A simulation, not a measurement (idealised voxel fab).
process module | voxel transistor to metal
cross-section cut | 300 nm wide | cells 5 nm
A cross-section is a grid of square cells, given in bands from the top down. A band is one or more rows of cells.
Each band's line starts with the height of the band's top and of its bottom, in nm. Then come its materials from left to right, each with its width in nm. One material with "throughout" fills the band from edge to edge. "air" is empty space.
Height 0 is the level under which the wafer as received is all one material. The lowest band goes on downwards, as in "0 down".
A width such as "30 to 40" changes by the same amount from each row of cells to the next, from the band's top row to its bottom row.
"no change" after a step means that no cell of the cross-section changed.
closed voids: empty space of 8 cells or more with no open way to the top, each as width x height at its distance from the left edge, in nm
after a step's settings: what the simulator itself notes on the step
overlay nm, on a step with a mask: how far to the right of its planned place the mask lay; to the left if negative
plan
1 op RECEIVE | material Si
2 op OXIDIZE | depth nm 5
3 op CONFORMAL_DEP | material SiN | thk nm 15
4 op MASKED_ETCH | tone cover | mask id ACTIVE | width nm 105 | pitch nm 130 | etch materials SiN | depth nm 15 | overlay nm 0
5 op MASKED_ETCH | tone cover | mask id ACTIVE | width nm 105 | pitch nm 130 | etch materials SiO2 | depth nm 5 | overlay nm 0
6 op MASKED_ETCH | tone cover | mask id ACTIVE | width nm 105 | pitch nm 130 | etch materials Si | depth nm 20 | overlay nm 0
7 op FILL_DEP | material SiO2 | thk nm 10
8 op CMP | height nm 15
9 op SELECTIVE_ETCH | etch materials SiO2 | depth nm 5
10 op STRIP | etch materials SiN
11 op SELECTIVE_ETCH | etch materials SiO2 | depth nm 5
12 op OXIDIZE | depth nm 5
13 op DIRECTIONAL_DEP | material polySi | thk nm 30
14 op DIRECTIONAL_DEP | material SiCN | thk nm 10
15 op PATTERN | tone cover | mask id GATE | material resist | width nm 15 | pitch nm 130 | thk nm 20 | overlay nm 0
16 op DIRECTIONAL_ETCH | etch materials SiCN | depth nm 20
17 op DIRECTIONAL_ETCH | etch materials polySi | depth nm 40
18 op STRIP | etch materials resist
19 op CONFORMAL_DEP | material SiN | thk nm 10
20 op DIRECTIONAL_ETCH | etch materials SiN | depth nm 10
21 op DIRECTIONAL_ETCH | etch materials SiO2 | depth nm 5
22 op DIRECTIONAL_ETCH | etch materials Si | depth nm 10
23 op EPI | material SiGe | thk nm 15
24 op FILL_DEP | material SiO2 | thk nm 10
25 op CMP | height nm 35
26 op DIRECTIONAL_DEP | material SiO2 | thk nm 15
27 op PATTERN | tone open | mask id CONTACT | material resist | width nm 20 | thk nm 20 | overlay nm 0
28 op DIRECTIONAL_ETCH | etch materials SiO2 | depth nm 45
29 op STRIP | etch materials resist
30 op CONFORMAL_DEP | material TiN | thk nm 5
31 op FILL_DEP | material W | thk nm 5
32 op CMP | height nm 50
33 op DIRECTIONAL_DEP | material TiN | thk nm 5
34 op DIRECTIONAL_DEP | material W | thk nm 20
35 op MASKED_ETCH | tone cover | mask id METAL_1 | width nm 20 | etch materials W | depth nm 20 | overlay nm 0
36 op MASKED_ETCH | tone cover | mask id METAL_1 | width nm 20 | etch materials TiN | depth nm 5 | overlay nm 0
37 op FILL_DEP | material SiO2 | thk nm 5
38 op CMP | height nm 75
39 op CONFORMAL_DEP | material SiCN | thk nm 5
40 op DIRECTIONAL_DEP | material lowk | thk nm 30
41 op DIRECTIONAL_DEP | material aC | thk nm 10
42 op PATTERN | tone open | mask id METAL_2 | material resist | width nm 20 | pitch nm 130 | thk nm 30 | overlay nm 0
43 op DIRECTIONAL_ETCH | etch materials aC | depth nm 10
44 op STRIP | etch materials resist
45 op DIRECTIONAL_ETCH | etch materials lowk | depth nm 15
46 op STRIP | etch materials aC
47 op DIRECTIONAL_DEP | material aC | thk nm 10
48 op PATTERN | tone open | mask id METAL_2_HOLES | material resist | width nm 15 | pitch nm 130 | thk nm 25 | overlay nm 0
49 op DIRECTIONAL_ETCH | etch materials aC | depth nm 10
50 op STRIP | etch materials resist
51 op DIRECTIONAL_ETCH | etch materials lowk | depth nm 15
52 op DIRECTIONAL_ETCH | etch materials SiCN | depth nm 5
53 op STRIP | etch materials aC
54 op CONFORMAL_DEP | material TiN | thk nm 5
55 op FILL_DEP | material Cu | thk nm 10
56 op CMP | height nm 110
57 op CONFORMAL_DEP | material SiCN | thk nm 5
as received, after step 1
  0 down: Si throughout
  closed voids: none
a wafer at the end: this start, this plan, one mistake
  115 to 110: SiCN throughout
  110 to 100: lowk 35 | TiN 5 | Cu 10 | TiN 5 | lowk 110 | TiN 5 | Cu 10 | TiN 5 | lowk 115
  100 to 95: lowk 35 | TiN 5 | Cu 5 | TiN 10 | lowk 110 | TiN 5 | Cu 5 | TiN 10 | lowk 115
  95 to 80: lowk 35 | TiN 5 | Cu 5 | TiN 5 | lowk 115 | TiN 5 | Cu 5 | TiN 5 | lowk 120
  80 to 75: SiCN 35 | TiN 15 | SiCN 115 | TiN 15 | SiCN 120
  75 to 55: SiO2 35 | W 20 | SiO2 55 | W 20 | SiO2 35 | W 20 | SiO2 55 | W 20 | SiO2 40
  55 to 50: SiO2 35 | TiN 20 | SiO2 55 | TiN 20 | SiO2 35 | TiN 20 | SiO2 55 | TiN 20 | SiO2 40
  50 to 35: SiO2 35 | TiN 5 | W 10 | TiN 5 | SiO2 55 | TiN 5 | W 10 | TiN 5 | SiO2 35 | TiN 5 | W 10 | TiN 5 | SiO2 55 | TiN 5 | W 10 | TiN 5 | SiO2 40
  35 to 30: SiO2 35 | TiN 5 | W 10 | TiN 5 | SiO2 10 | SiN 10 | SiCN 15 | SiN 10 | SiO2 10 | TiN 5 | W 10 | TiN 5 | SiO2 35 | TiN 5 | W 10 | TiN 5 | SiO2 10 | SiN 10 | SiCN 15 | SiN 10 | SiO2 10 | TiN 5 | W 10 | TiN 5 | SiO2 40
  30 to 15: SiO2 35 | TiN 5 | W 10 | TiN 5 | SiO2 10 | SiN 10 | polySi 15 | SiN 10 | SiO2 10 | TiN 5 | W 10 | TiN 5 | SiO2 35 | TiN 5 | W 10 | TiN 5 | SiO2 10 | SiN 10 | polySi 15 | SiN 10 | SiO2 10 | TiN 5 | W 10 | TiN 5 | SiO2 40
  15 to 10: SiO2 35 | TiN 20 | SiO2 10 | SiN 10 | polySi 15 | SiN 10 | SiO2 10 | TiN 20 | SiO2 35 | TiN 20 | SiO2 10 | SiN 10 | polySi 15 | SiN 10 | SiO2 10 | TiN 20 | SiO2 40
  10 to 5: SiO2 35 | SiGe 30 | SiN 10 | polySi 15 | SiN 10 | SiGe 30 | SiO2 35 | SiGe 30 | SiN 10 | polySi 15 | SiN 10 | SiGe 30 | SiO2 40
  5 to 0: SiO2 30 | SiN 10 | SiGe 25 | SiN 10 | polySi 15 | SiN 10 | SiGe 25 | SiN 10 | SiO2 25 | SiN 10 | SiGe 25 | SiN 10 | polySi 15 | SiN 10 | SiGe 25 | SiN 10 | SiO2 35
  0 to -5: SiO2 40 | SiGe 25 | SiO2 35 | SiGe 25 | SiO2 45 | SiGe 25 | SiO2 35 | SiGe 25 | SiO2 45
  -5 to -15: SiO2 30 | Si 10 | SiGe 25 | Si 35 | SiGe 25 | Si 10 | SiO2 25 | Si 10 | SiGe 25 | Si 35 | SiGe 25 | Si 10 | SiO2 35
  -15 to -25: SiO2 30 | Si 105 | SiO2 25 | Si 105 | SiO2 35
  -25 down: Si throughout
  closed voids: none
what went wrong: steps 10 and 11 were swapped
